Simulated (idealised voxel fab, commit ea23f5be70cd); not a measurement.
process module | voxel lift off
cross-section cut | 140 nm wide | cells 5 nm
A cross-section is a grid of square cells, given in bands from the top down. A band is one or more rows of cells.
Each band's line starts with the height of the band's top and of its bottom, in nm. Then come its materials from left to right, each with its width in nm. One material with "throughout" fills the band from edge to edge. "air" is empty space.
Height 0 is the level under which the wafer as received is all one material. The lowest band goes on downwards, as in "0 down".
A width such as "30 to 40" changes by the same amount from each row of cells to the next, from the band's top row to its bottom row.
"no change" after a step means that no cell of the cross-section changed.
closed voids: empty space of 8 cells or more with no open way to the top, each as width x height at its distance from the left edge, in nm
after a step's settings: what the simulator itself notes on the step
overlay nm, on a step with a mask: how far to the right of its planned place the mask lay; to the left if negative
plan
1 op RECEIVE | material Si
2 op CONFORMAL_DEP | material Al2O3 | thk nm 10
3 op PATTERN | tone open | mask id LINES | material resist | width nm 20 | pitch nm 35 | thk nm 25 | overlay nm 0
4 op DIRECTIONAL_DEP | material Ru | thk nm 10
5 op STRIP | etch materials resist
6 op CONFORMAL_DEP | material SiCN | thk nm 10
as received, after step 1
  0 down: Si throughout
  closed voids: none
first wafer at the end, as planned
  30 to 20: air 30 | SiCN 75 | air 35
  20 to 10: SiCN 40 | Ru 20 | SiCN 15 | Ru 20 | SiCN 45
  10 to 0: Al2O3 throughout
  0 down: Si throughout
  closed voids: none
second wafer at the end: like start, like plan, one mistake
  30 to 20: air 20 | SiCN 75 | air 45
  20 to 10: SiCN 30 | Ru 20 | SiCN 15 | Ru 20 | SiCN 55
  10 to 0: Al2O3 throughout
  0 down: Si throughout
  closed voids: none
what went wrong: step 3 ran as: op PATTERN | tone open | mask id LINES | material resist | width nm 20 | pitch nm 35 | thk nm 25 | overlay nm -10
at the end the second wafer has, in cells: as many of each material as the first, in other places
